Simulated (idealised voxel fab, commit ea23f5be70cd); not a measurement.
process module | voxel plated lines
cross-section cut | 180 nm wide | cells 5 nm
A cross-section is a grid of square cells, given in bands from the top down. A band is one or more rows of cells.
Each band's line starts with the height of the band's top and of its bottom, in nm. Then come its materials from left to right, each with its width in nm. One material with "throughout" fills the band from edge to edge. "air" is empty space.
Height 0 is the level under which the wafer as received is all one material. The lowest band goes on downwards, as in "0 down".
A width such as "30 to 40" changes by the same amount from each row of cells to the next, from the band's top row to its bottom row.
"no change" after a step means that no cell of the cross-section changed.
closed voids: empty space of 8 cells or more with no open way to the top, each as width x height at its distance from the left edge, in nm
after a step's settings: what the simulator itself notes on the step
overlay nm, on a step with a mask: how far to the right of its planned place the mask lay; to the left if negative
plan
1 op RECEIVE | material Si
2 op CONFORMAL_DEP | material SiN | thk nm 10
3 op DIRECTIONAL_DEP | material TiN | thk nm 5
4 op PATTERN | tone open | mask id LINES | material resist | width nm 15 | pitch nm 40 | thk nm 30 | overlay nm 0
5 op EPI | material Ru | thk nm 10
6 op EPI | material Ru | thk nm 10
7 op STRIP | etch materials resist
8 op DIRECTIONAL_ETCH | etch materials TiN | depth nm 5
9 op CONFORMAL_DEP | material SiCN | thk nm 10
as received, after step 1
  0 down: Si throughout
  closed voids: none
a wafer at the end: this start, this plan, one mistake
  45 to 35: SiCN 175 | air 5
  35 to 25: SiCN 10 | Ru 35 | SiCN 5 | Ru 35 | SiCN 5 | Ru 35 | SiCN 5 | Ru 35 | SiCN 15
  25 to 15: Ru throughout
  15 to 10: TiN throughout
  10 to 0: SiN throughout
  0 down: Si throughout
  closed voids: none
what went wrong: steps 6 and 7 were swapped
